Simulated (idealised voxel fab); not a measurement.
The document below concerns the process module designated voxel gate over fins.
Pictured: cross-section cut, 275 nm wide, on a grid of 5 nm square cells.
A cross-section is a grid of square cells, given in bands from the top down. A band is one or more rows of cells.
Per band: top height and bottom height in nm, followed by the left-to-right materials and their widths in nm; "edge to edge" marks a single material spanning edge to edge, "air" marks empty space.
For the purposes of this specification, 0 denotes the height below which the wafer in its as-received condition is composed wholly of one material, and the lowermost band, lacking a lower limit, extends downward without end, as expressed in "from 0 down".
With a width like "30..40", each row of cells in the band differs from the next by the same amount, the top row carrying the first number and the bottom row the second.
You'll sometimes find "changes: none" written for a step, and that's the way of saying that nowhere in the cross-section did a cell change during that step.
"Internal closed voids" means: voids of 8 cells or more that are shut off from the top with no open way through. Written width x height at distance, distance from the left edge, in nm.
On a step's line, text after the settings is the simulator commenting on that step.
"overlay nm" denotes, for a step that has a mask, the displacement of the mask to the right of its planned place, with negative values corresponding to the left.
The process steps that were planned are listed below:
step 1: RECEIVE [material Si]
step 2: CONFORMAL_DEP [material SiN] [thk nm 10]
step 3: DIRECTIONAL_DEP [material aC] [thk nm 15]
step 4: PATTERN [tone cover] [mask id FINS] [material resist] [width nm 15] [pitch nm 60] [thk nm 30] [overlay nm 0]
step 5: DIRECTIONAL_ETCH [etch materials aC] [depth nm 15]
step 6: STRIP [etch materials resist]
step 7: DIRECTIONAL_ETCH [etch materials SiN] [depth nm 10]
step 8: DIRECTIONAL_ETCH [etch materials Si] [depth nm 30]
step 9: STRIP [etch materials aC]
step 10: FILL_DEP [material SiO2] [thk nm 10]
step 11: CMP [height nm 10]
step 12: DIRECTIONAL_DEP [material aC] [thk nm 15]
step 13: PATTERN [tone open] [mask id RAIL] [material resist] [width nm 15] [thk nm 35] [overlay nm 0]
step 14: DIRECTIONAL_ETCH [etch materials aC] [depth nm 15]
step 15: STRIP [etch materials resist]
step 16: DIRECTIONAL_ETCH [etch materials SiO2] [depth nm 35]
step 17: STRIP [etch materials aC]
step 18: CONFORMAL_DEP [material TiN] [thk nm 5]
step 19: FILL_DEP [material W] [thk nm 10]
step 20: CMP [height nm 10]
step 21: SELECTIVE_ETCH [etch materials W Ru TiN] [depth nm 25]
step 22: FILL_DEP [material SiO2] [thk nm 5]
step 23: CMP [height nm 10]
step 24: SELECTIVE_ETCH [etch materials SiO2] [depth nm 20]
step 25: STRIP [etch materials SiN]
step 26: CONFORMAL_DEP [material HfO2] [thk nm 5]
step 27: CONFORMAL_DEP [material TiN] [thk nm 5]
step 28: CONFORMAL_DEP [material TiAl] [thk nm 5]
step 29: CONFORMAL_DEP [material TiN] [thk nm 5]
step 30: FILL_DEP [material W] [thk nm 15]
step 31: CMP [height nm 30]
step 32: CONFORMAL_DEP [material SiN] [thk nm 10]
Cross-section of the incoming wafer, state after step 1:
from 0 down: Si edge to edge
Internal closed voids: none
First of two wafers at the end of the module, shown in cross-section; run carried out as planned:
from 40 to 30: SiN edge to edge
from 30 to 20: W edge to edge
from 20 to 15: W 80, TiN 55, W 5, TiN 55, W 80
from 15 to 10: W 80, TiN 5, TiAl 45, TiN 5, W 5, TiN 5, TiAl 45, TiN 5, W 80
from 10 to 5: TiN 85, TiAl 5, TiN 35, TiAl 5, TiN 15, TiAl 5, TiN 35, TiAl 5, TiN 85
from 5 to 0: TiAl 90, TiN 5, HfO2 25, TiN 5, TiAl 25, TiN 5, HfO2 25, TiN 5, TiAl 90
from 0 to -5: TiN 95, HfO2 5, Si 15, HfO2 5, TiN 35, HfO2 5, Si 15, HfO2 5, TiN 95
from -5 to -10: HfO2 100, Si 15, HfO2 45, Si 15, HfO2 100
from -10 to -15: SiO2 100, Si 15, SiO2 45, Si 15, SiO2 100
from -15 to -20: SiO2 100, Si 15, SiO2 15, TiN 5, W 5, TiN 5, SiO2 15, Si 15, SiO2 100
from -20 to -25: SiO2 100, Si 15, SiO2 15, TiN 15, SiO2 15, Si 15, SiO2 100
from -25 to -30: SiO2 100, Si 15, SiO2 45, Si 15, SiO2 100
from -30 down: Si edge to edge
Internal closed voids: none
Wafer two, end of module, cross-section. Same start, same plan as wafer one. One mistake in the run:
from 40 to 30: SiN edge to edge
from 30 to 20: W edge to edge
from 20 to 15: W 80, TiN 55, W 5, TiN 55, W 80
from 15 to 10: W 80, TiN 5, TiAl 45, TiN 5, W 5, TiN 5, TiAl 45, TiN 5, W 80
from 10 to 5: TiN 85, TiAl 5, TiN 35, TiAl 5, TiN 15, TiAl 5, TiN 35, TiAl 5, TiN 85
from 5 to 0: TiAl 90, TiN 5, HfO2 25, TiN 5, TiAl 25, TiN 5, HfO2 25, TiN 5, TiAl 90
from 0 to -5: TiN 95, HfO2 5, Si 15, HfO2 5, TiN 35, HfO2 5, Si 15, HfO2 5, TiN 95
from -5 to -10: HfO2 100, Si 15, HfO2 45, Si 15, HfO2 100
from -10 to -15: SiO2 100, Si 15, SiO2 45, Si 15, SiO2 100
from -15 to -20: SiO2 100, Si 15, SiO2 15, TiN 5, W 10, TiN 5, SiO2 10, Si 15, SiO2 100
from -20 to -25: SiO2 100, Si 15, SiO2 15, TiN 20, SiO2 10, Si 15, SiO2 100
from -25 to -30: SiO2 100, Si 15, SiO2 45, Si 15, SiO2 100
from -30 down: Si edge to edge
Internal closed voids: none
Which mistake was made when the wafer was run? for step 13, the planned setting was not used; the step was instead run as PATTERN [tone open] [mask id RAIL] [material resist] [width nm 20] [thk nm 35] [overlay nm 0]
Cell-count delta at end, second wafer over first, by material: SiO2 -2, TiN +1, W +1
